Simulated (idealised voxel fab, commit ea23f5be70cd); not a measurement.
Process module name: voxel quadruple lines
The width of the displayed cross-section, cut, is 285 nm; its cells are square, with a size of 5 nm.
A cross-section is a grid of square cells, given in bands from the top down. A band is one or more rows of cells. Per band: top height and bottom height in nm, followed by the left-to-right materials and their widths in nm; "everywhere" marks a single material spanning edge to edge, "air" marks empty space. Heights are expressed relative to 0, this being the level below which the as-received wafer comprises one material exclusively. The lowest band is unbounded in the downward direction and is denoted as in "0 and below". You'd read "30 to 40" like this: the band's top row of cells is as wide as the first number, its bottom row is as wide as the second, and going down, every row changes width by the same amount as the row before did. Where the words "nothing changed" appear for a step, the cross-section shows no cell changed by that step; every cell remained as before. Under "Closed internal cavities" you'll find the enclosed gaps, the ones with no way out to the top, that are 8 cells or bigger; each reads width x height at distance, with distance counted from the left edge, everything in nm. That trailing text on a step's line, after the settings, is the simulator's own remark on the step. You can add "overlay nm" to a step's line. For a step with a mask, it describes how far the mask lay to the right of its planned position, and a negative number describes a lay to the left.

**Steps in the process plan**
1: op RECEIVE | material Si
2: op CONFORMAL_DEP | material SiO2 | thk nm 5
3: op DIRECTIONAL_DEP | material W | thk nm 10
4: op DIRECTIONAL_DEP | material polySi | thk nm 20
5: op DIRECTIONAL_DEP | material aC | thk nm 25
6: op PATTERN | tone cover | mask id MANDREL | material resist | width nm 20 | pitch nm 60 | thk nm 35 | overlay nm 0
7: op DIRECTIONAL_ETCH | etch materials aC | depth nm 25
8: op STRIP | etch materials resist
9: op CONFORMAL_DEP | material SiO2 | thk nm 10
10: op DIRECTIONAL_ETCH | etch materials SiO2 | depth nm 10
11: op STRIP | etch materials aC
12: op DIRECTIONAL_ETCH | etch materials polySi | depth nm 20
13: op STRIP | etch materials SiO2
14: op CONFORMAL_DEP | material SiCN | thk nm 5
15: op DIRECTIONAL_ETCH | etch materials SiCN | depth nm 5
16: op STRIP | etch materials polySi
17: op DIRECTIONAL_ETCH | etch materials W | depth nm 10
18: op STRIP | etch materials SiCN

**Incoming wafer in cross-section (state: after step 1)**
    0 and below = Si everywhere
    Closed internal cavities: none

**First of two wafers: cross-section at end of module, run per plan**
    15 down to 5 = 85 nm air / 5 nm W / 10 nm air / 5 nm W / 10 nm air / 5 nm W / 10 nm air / 5 nm W / 10 nm air / 5 nm W / 10 nm air / 5 nm W / 10 nm air / 5 nm W / 10 nm air / 5 nm W / 90 nm air
    5 down to 0 = SiO2 everywhere
    0 and below = Si everywhere
    Closed internal cavities: none

**Module end: cross-section of wafer two of two. Same start and process plan as the first wafer. One mistake during execution**
    15 down to 5 = 95 nm air / 5 nm W / 20 nm air / 5 nm W / 30 nm air / 5 nm W / 20 nm air / 5 nm W / 100 nm air
    5 down to 0 = SiO2 everywhere
    0 and below = Si everywhere
    Closed internal cavities: none
Diagnosis: step 6 ran differently from the plan; actual operation with settings: op PATTERN | tone open | mask id MANDREL | material resist | width nm 20 | pitch nm 60 | thk nm 35 | overlay nm 0
Wafer comparison, final, in cells, second relative to first, materials more or fewer: W: 8 fewer
